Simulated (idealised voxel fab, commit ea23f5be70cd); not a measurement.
Title: Process Module voxel spacer lines
Section shown: cut. Width: 185 nm. Cell size: 5 nm, square.
A cross-section in this document is a grid of square cells, and it is written down as bands, the top band listed before the ones below it; a band is made up of one or more rows of cells. Each band's line starts with the height of the band's top and of its bottom, in nm. Then come its materials from left to right, each with its width in nm. One material with "throughout" fills the band from edge to edge. "empty" is empty space. We count height from 0. Below that, the starting wafer is all one material. The lowest band never ends at the bottom but goes on down; see "0..down" for how that is written. Graded width ("30..40"): value in top row of band = first number; value in bottom row = second number; row-to-row change constant. Where the words "no change occurred" appear for a step, the cross-section shows no cell changed by that step; every cell remained as before. "Unvented internal voids": empty spaces of 8 cells or more with no open way to the top, each given as width x height at distance, distance from the left edge, all in nm. Read whatever lies past the settings on a step's line as the simulator's own remark about the step. overlay nm: for a step with a mask, the amount by which the mask lay right of where it was planned; a negative amount means left of it.
Process steps - plan:
1,RECEIVE | material Si
2,CONFORMAL_DEP | material Al2O3 | thk nm 5
3,DIRECTIONAL_DEP | material SiN | thk nm 10
4,DIRECTIONAL_DEP | material polySi | thk nm 30
5,PATTERN | tone cover | mask id MANDREL | material resist | width nm 15 | pitch nm 50 | thk nm 40 | overlay nm 0
6,DIRECTIONAL_ETCH | etch materials polySi | depth nm 30
7,STRIP | etch materials resist
8,CONFORMAL_DEP | material SiO2 | thk nm 10
9,DIRECTIONAL_ETCH | etch materials SiO2 | depth nm 10
10,STRIP | etch materials polySi
11,DIRECTIONAL_ETCH | etch materials SiN | depth nm 10
12,STRIP | etch materials SiO2
First of the two wafers, run per plan:
Incoming wafer, cross-sectional view, post step 1:
	0..down = Si throughout
	Unvented internal voids: none
Wafer section view after processing step 2:
	5..0 = Al2O3 throughout
	For the remainder of the cross-section, below 0, there is no change.
Wafer section view after processing step 3:
	15..5 = SiN throughout
	For the remainder of the cross-section, below 5, there is no change.
Wafer section view after processing step 4:
	45..15 = polySi throughout
	For the remainder of the cross-section, below 15, there is no change.
Wafer section view after processing step 5:
	85..45 = empty 60 nm; resist 15 nm; empty 35 nm; resist 15 nm; empty 60 nm
	For the remainder of the cross-section, below 45, there is no change.
Wafer section view after processing step 6:
	85..45 = empty 60 nm; resist 15 nm; empty 35 nm; resist 15 nm; empty 60 nm
	45..15 = empty 60 nm; polySi 15 nm; empty 35 nm; polySi 15 nm; empty 60 nm
	For the remainder of the cross-section, below 15, there is no change.
Wafer section view after processing step 7:
	45..15 = empty 60 nm; polySi 15 nm; empty 35 nm; polySi 15 nm; empty 60 nm
	For the remainder of the cross-section, below 15, there is no change.
Wafer section view after processing step 8:
	55..45 = empty 50 nm; SiO2 35 nm; empty 15 nm; SiO2 35 nm; empty 50 nm
	45..25 = empty 50 nm; SiO2 10 nm; polySi 15 nm; SiO2 10 nm; empty 15 nm; SiO2 10 nm; polySi 15 nm; SiO2 10 nm; empty 50 nm
	25..15 = SiO2 60 nm; polySi 15 nm; SiO2 35 nm; polySi 15 nm; SiO2 60 nm
	For the remainder of the cross-section, below 15, there is no change.
Wafer section view after processing step 9:
	45..15 = empty 50 nm; SiO2 10 nm; polySi 15 nm; SiO2 10 nm; empty 15 nm; SiO2 10 nm; polySi 15 nm; SiO2 10 nm; empty 50 nm
	For the remainder of the cross-section, below 15, there is no change.
Wafer section view after processing step 10:
	45..15 = empty 50 nm; SiO2 10 nm; empty 15 nm; SiO2 10 nm; empty 15 nm; SiO2 10 nm; empty 15 nm; SiO2 10 nm; empty 50 nm
	For the remainder of the cross-section, below 15, there is no change.
Wafer section view after processing step 11:
	45..15 = empty 50 nm; SiO2 10 nm; empty 15 nm; SiO2 10 nm; empty 15 nm; SiO2 10 nm; empty 15 nm; SiO2 10 nm; empty 50 nm
	15..5 = empty 50 nm; SiN 10 nm; empty 15 nm; SiN 10 nm; empty 15 nm; SiN 10 nm; empty 15 nm; SiN 10 nm; empty 50 nm
	For the remainder of the cross-section, below 5, there is no change.
Wafer section view after processing step 12:
	15..5 = empty 50 nm; SiN 10 nm; empty 15 nm; SiN 10 nm; empty 15 nm; SiN 10 nm; empty 15 nm; SiN 10 nm; empty 50 nm
	For the remainder of the cross-section, below 5, there is no change.
Second wafer - shared start and plan with the first - one error in running - same as the first up to step 4 inclusive:
X-section, second wafer, when step 5 was due to finish:
	85..45 = empty 60 nm; resist 20 nm; empty 30 nm; resist 20 nm; empty 55 nm
	For the remainder of the cross-section, below 45, there is no change.
X-section, second wafer, when step 6 was due to finish:
	85..45 = empty 60 nm; resist 20 nm; empty 30 nm; resist 20 nm; empty 55 nm
	45..15 = empty 60 nm; polySi 20 nm; empty 30 nm; polySi 20 nm; empty 55 nm
	For the remainder of the cross-section, below 15, there is no change.
X-section, second wafer, when step 7 was due to finish:
	45..15 = empty 60 nm; polySi 20 nm; empty 30 nm; polySi 20 nm; empty 55 nm
	For the remainder of the cross-section, below 15, there is no change.
X-section, second wafer, when step 8 was due to finish:
	55..45 = empty 50 nm; SiO2 40 nm; empty 10 nm; SiO2 40 nm; empty 45 nm
	45..25 = empty 50 nm; SiO2 10 nm; polySi 20 nm; SiO2 10 nm; empty 10 nm; SiO2 10 nm; polySi 20 nm; SiO2 10 nm; empty 45 nm
	25..15 = SiO2 60 nm; polySi 20 nm; SiO2 30 nm; polySi 20 nm; SiO2 55 nm
	For the remainder of the cross-section, below 15, there is no change.
X-section, second wafer, when step 9 was due to finish:
	45..15 = empty 50 nm; SiO2 10 nm; polySi 20 nm; SiO2 10 nm; empty 10 nm; SiO2 10 nm; polySi 20 nm; SiO2 10 nm; empty 45 nm
	For the remainder of the cross-section, below 15, there is no change.
X-section, second wafer, when step 10 was due to finish:
	45..15 = empty 50 nm; SiO2 10 nm; empty 20 nm; SiO2 10 nm; empty 10 nm; SiO2 10 nm; empty 20 nm; SiO2 10 nm; empty 45 nm
	For the remainder of the cross-section, below 15, there is no change.
X-section, second wafer, when step 11 was due to finish:
	45..15 = empty 50 nm; SiO2 10 nm; empty 20 nm; SiO2 10 nm; empty 10 nm; SiO2 10 nm; empty 20 nm; SiO2 10 nm; empty 45 nm
	15..5 = empty 50 nm; SiN 10 nm; empty 20 nm; SiN 10 nm; empty 10 nm; SiN 10 nm; empty 20 nm; SiN 10 nm; empty 45 nm
	For the remainder of the cross-section, below 5, there is no change.
X-section, second wafer, when step 12 was due to finish:
	15..5 = empty 50 nm; SiN 10 nm; empty 20 nm; SiN 10 nm; empty 10 nm; SiN 10 nm; empty 20 nm; SiN 10 nm; empty 45 nm
	For the remainder of the cross-section, below 5, there is no change.
Deviation noted in wafer processing: heads up, step 5 didn't go per plan, it actually ran as PATTERN | tone cover | mask id MANDREL | material resist | width nm 20 | pitch nm 50 | thk nm 40 | overlay nm 0
Final state: per-material cell counts identical on both wafers; locations differ.
